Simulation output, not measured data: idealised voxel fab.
Process module heading - voxel transistor to metal
Displayed cross-section: cut, width of 170 nm, square cells sized 5 nm.
How to read a cross-section here: the picture is a grid of square cells, written as bands going from the top down, and any band can span one or more rows of cells.
Band: top and bottom heights (nm) first, top before bottom; then materials from left to right, widths in nm. "edge to edge" marks a sole material filling the band edge to edge. "blank" denotes empty space.
The reference from which all heights are counted is 0, the level beneath which the as-received wafer is entirely one material; the lowest band, having no lower bound, proceeds downward and is written after the example "top 0, no bottom".
Per-row width for "30..40": begins at first number (top row of band), ends at second number (bottom row), increment between rows held constant.
Reading "same as before" for a step: not a cell of the cross-section changed in it.
In "Unvented cavities" the enclosed voids are listed, meaning empty spaces of 8 cells or larger without any opening to the top. The form is width x height at distance, distance from the left edge, units nm.
after a step's settings: what the simulator itself notes on the step
The "overlay nm" setting may appear on a step's line; for a step that uses a mask, it gives how far to the right of its planned position the mask lay, and a negative value indicates the left.

**Here's what the planned process steps look like**
1 RECEIVE (material Si)
2 CONFORMAL_DEP (material SiO2; thk nm 5)
3 CONFORMAL_DEP (material SiN; thk nm 15)
4 DIRECTIONAL_DEP (material aC; thk nm 10)
5 PATTERN (tone cover; mask id ACTIVE; material resist; width nm 95; thk nm 25; overlay nm 0)
6 DIRECTIONAL_ETCH (etch materials aC; depth nm 10)
7 STRIP (etch materials resist)
8 DIRECTIONAL_ETCH (etch materials SiN; depth nm 15)
9 DIRECTIONAL_ETCH (etch materials SiO2; depth nm 5)
10 DIRECTIONAL_ETCH (etch materials Si; depth nm 35)
11 STRIP (etch materials aC)
12 OXIDIZE (depth nm 5)
13 FILL_DEP (material SiO2; thk nm 10)
14 CMP (height nm 20)
15 SELECTIVE_ETCH (etch materials SiO2; depth nm 10)
16 STRIP (etch materials SiN)
17 SELECTIVE_ETCH (etch materials SiO2; depth nm 5)
18 OXIDIZE (depth nm 5)
19 DIRECTIONAL_DEP (material polySi; thk nm 20)
20 DIRECTIONAL_DEP (material SiCN; thk nm 15)
21 MASKED_ETCH (tone cover; mask id GATE; width nm 15; etch materials SiCN; depth nm 25; overlay nm 0)
22 MASKED_ETCH (tone cover; mask id GATE; width nm 15; etch materials polySi; depth nm 30; overlay nm 0)
23 CONFORMAL_DEP (material SiN; thk nm 10)
24 DIRECTIONAL_ETCH (etch materials SiN; depth nm 10)
25 DIRECTIONAL_ETCH (etch materials SiO2; depth nm 5)
26 DIRECTIONAL_ETCH (etch materials Si; depth nm 5)
27 EPI (material SiGe; thk nm 10)
28 FILL_DEP (material SiO2; thk nm 10)
29 CMP (height nm 35)
30 DIRECTIONAL_DEP (material SiO2; thk nm 15)
31 DIRECTIONAL_DEP (material aC; thk nm 15)
32 PATTERN (tone open; mask id CONTACT; material resist; width nm 15; pitch nm 70; thk nm 30; overlay nm 0)
33 DIRECTIONAL_ETCH (etch materials aC; depth nm 15)
34 STRIP (etch materials resist)
35 DIRECTIONAL_ETCH (etch materials SiO2; depth nm 50)
36 STRIP (etch materials aC)
37 CONFORMAL_DEP (material TiN; thk nm 5)
38 FILL_DEP (material Ru; thk nm 10)
39 CMP (height nm 50)
40 DIRECTIONAL_DEP (material TiN; thk nm 5)
41 DIRECTIONAL_DEP (material W; thk nm 25)
42 PATTERN (tone cover; mask id METAL_1; material resist; width nm 15; pitch nm 70; thk nm 20; overlay nm 0)
43 DIRECTIONAL_ETCH (etch materials W; depth nm 25)
44 DIRECTIONAL_ETCH (etch materials TiN; depth nm 5)
45 STRIP (etch materials resist)
46 FILL_DEP (material lowk; thk nm 10)
47 CMP (height nm 80)
48 CONFORMAL_DEP (material SiCN; thk nm 5)

**Cross-section, incoming material, after step 1**
  top 0, no bottom | Si edge to edge
  Unvented cavities: none

**Cross-sectional result after module completion. Note: starting condition and plan are unchanged from above; one processing mistake was made**
  top 85, bottom 80 | SiCN edge to edge
  top 80, bottom 55 | lowk 40; W 15; lowk 55; W 15; lowk 45
  top 55, bottom 50 | SiO2 edge to edge
  top 50, bottom 35 | SiO2 40; TiN 5; Ru 5; TiN 5; SiO2 55; TiN 5; Ru 5; TiN 5; SiO2 45
  top 35, bottom 20 | SiO2 40; TiN 5; Ru 5; TiN 5; SiO2 10; SiN 10; SiCN 15; SiN 10; SiO2 10; TiN 5; Ru 5; TiN 5; SiO2 45
  top 20, bottom 5 | SiO2 40; TiN 5; Ru 5; TiN 5; SiO2 10; SiN 10; polySi 15; SiN 10; SiO2 10; TiN 5; Ru 5; TiN 5; SiO2 45
  top 5, bottom 0 | SiO2 30; SiN 10; TiN 15; SiGe 10; SiN 10; polySi 15; SiN 10; SiGe 10; TiN 15; SiN 10; SiO2 35
  top 0, bottom -5 | SiO2 40; SiGe 25; SiO2 35; SiGe 25; SiO2 45
  top -5, bottom -10 | SiO2 40; SiGe 25; Si 35; SiGe 25; SiO2 45
  top -10, bottom -40 | SiO2 40; Si 85; SiO2 45
  top -40, no bottom | Si edge to edge
  Unvented cavities: none
Diagnosis: rather than as planned, step 40 actually ran as DIRECTIONAL_DEP (material SiO2; thk nm 5)
